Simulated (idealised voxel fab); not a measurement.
The following process module bears the name voxel self aligned contacts.
FYI the section here is cut, 300 nm wide, cells are 5 nm squares.
Cross-section = grid of square cells, listed top down in bands; band = one or more rows.
Top, bottom (nm), then materials left to right with widths (nm); lone material tagged "full width" fills the whole band edge to edge; "blank" = empty space.
Ref level 0: as-received wafer is one material below here. Bottom band extends down with no lower bound ("0..down").
Top row gets the first number, bottom row gets the second, and each row in between changes by the same step: that is how a band width like "30..40" works.
Step note "remains unaltered" = no cross-section cell changed.
"Closed void inventory" - sealed voids, min. 8 cells, no opening to top; format: width x height at distance (distance from left edge; nm throughout).
Post-settings text on a step line: simulator's own remark regarding the step.
overlay nm: how far to the right of its planned place the mask lay on this masked step (negative: to the left).

Intended process steps
1) RECEIVE with material Si
2) OXIDIZE with depth nm 5
3) DIRECTIONAL_DEP with material polySi, thk nm 25
4) DIRECTIONAL_DEP with material SiN, thk nm 25
5) MASKED_ETCH with tone cover, mask id GATE, width nm 30, pitch nm 75, etch materials SiN, depth nm 25, overlay nm 0
6) MASKED_ETCH with tone cover, mask id GATE, width nm 30, pitch nm 75, etch materials polySi, depth nm 25, overlay nm 0
7) CONFORMAL_DEP with material SiN, thk nm 10
8) DIRECTIONAL_ETCH with etch materials SiN, depth nm 10
9) FILL_DEP with material SiO2, thk nm 15
10) CMP with height nm 55
11) PATTERN with tone open, mask id CONTACT, material resist, width nm 55, pitch nm 75, thk nm 15, overlay nm 0
12) DIRECTIONAL_ETCH with etch materials SiO2, depth nm 60
13) STRIP with etch materials resist
14) CONFORMAL_DEP with material TiN, thk nm 5
15) FILL_DEP with material W, thk nm 5
16) CMP with height nm 55
17) CONFORMAL_DEP with material SiN, thk nm 5

Incoming wafer, cross-sectional view, post step 1
	0..down: Si full width
	Closed void inventory: none

Look at the cross-section after the module: the wafer started out the way shown above and the plan was the one shown above, yet one mistake was made along the way
	60..55: SiN full width
	55..45: SiO2: 85, then TiN: 5, then W: 45, then TiN: 5, then SiO2: 20, then TiN: 5, then W: 45, then TiN: 5, then SiO2: 85
	45..40: SiO2: 85, then TiN: 10, then W: 35, then TiN: 10, then SiO2: 20, then TiN: 10, then W: 35, then TiN: 10, then SiO2: 85
	40..25: SiO2: 60, then SiN: 30, then TiN: 5, then W: 35, then TiN: 5, then SiN: 30, then TiN: 5, then W: 35, then TiN: 5, then SiN: 30, then SiO2: 60
	25..0: SiO2: 60, then polySi: 30, then TiN: 5, then W: 35, then TiN: 5, then polySi: 30, then TiN: 5, then W: 35, then TiN: 5, then polySi: 30, then SiO2: 60
	0..-5: SiO2: 90, then TiN: 45, then SiO2: 30, then TiN: 45, then SiO2: 90
	-5..down: Si full width
	Closed void inventory: none
What went wrong in running the wafer? no execution of plan step 7; skipped
